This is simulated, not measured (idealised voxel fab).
process module | voxel ribs on slabs
cross-section cut | 280 nm wide | cells 5 nm
A cross-section is a grid of square cells, given in bands from the top down. A band is one or more rows of cells.
Each band's line starts with the height of the band's top and of its bottom, in nm. Then come its materials from left to right, each with its width in nm. One material with "throughout" fills the band from edge to edge. "air" is empty space.
Height 0 is the level under which the wafer as received is all one material. The lowest band goes on downwards, as in "0 down".
A width such as "30 to 40" changes by the same amount from each row of cells to the next, from the band's top row to its bottom row.
"no change" after a step means that no cell of the cross-section changed.
closed voids: empty space of 8 cells or more with no open way to the top, each as width x height at its distance from the left edge, in nm
after a step's settings: what the simulator itself notes on the step
overlay nm, on a step with a mask: how far to the right of its planned place the mask lay; to the left if negative
plan
1 op RECEIVE | material Si
2 op DIRECTIONAL_DEP | material SiO2 | thk nm 30
3 op DIRECTIONAL_DEP | material polySi | thk nm 20
4 op DIRECTIONAL_DEP | material aC | thk nm 15
5 op PATTERN | tone cover | mask id RIB | material resist | width nm 30 | thk nm 30 | overlay nm 0
6 op DIRECTIONAL_ETCH | etch materials aC | depth nm 15
7 op STRIP | etch materials resist
8 op DIRECTIONAL_ETCH | etch materials polySi | depth nm 15
9 op STRIP | etch materials aC
10 op DIRECTIONAL_DEP | material aC | thk nm 15
11 op PATTERN | tone cover | mask id SLAB | material resist | width nm 70 | thk nm 30 | overlay nm 0
12 op DIRECTIONAL_ETCH | etch materials aC | depth nm 15
13 op STRIP | etch materials resist
14 op DIRECTIONAL_ETCH | etch materials polySi | depth nm 5
15 op STRIP | etch materials aC
16 op FILL_DEP | material SiO2 | thk nm 30
17 op CMP | height nm 70
18 op DIRECTIONAL_DEP | material TiN | thk nm 10
19 op DIRECTIONAL_DEP | material aC | thk nm 15
20 op PATTERN | tone cover | mask id HEATER | material resist | width nm 40 | thk nm 35 | overlay nm 0
21 op DIRECTIONAL_ETCH | etch materials aC | depth nm 15
22 op STRIP | etch materials resist
23 op DIRECTIONAL_ETCH | etch materials TiN | depth nm 10
24 op STRIP | etch materials aC
25 op CONFORMAL_DEP | material SiO2 | thk nm 5
as received, after step 1
  0 down: Si throughout
  closed voids: none
a wafer at the end: this start, this plan, one mistake
  85 to 80: air 115 | SiO2 50 | air 115
  80 to 75: air 115 | SiO2 5 | TiN 40 | SiO2 5 | air 115
  75 to 70: SiO2 120 | TiN 40 | SiO2 120
  70 to 20: SiO2 throughout
  20 to 0: polySi throughout
  0 down: Si throughout
  closed voids: none
what went wrong: steps 2 and 3 were swapped
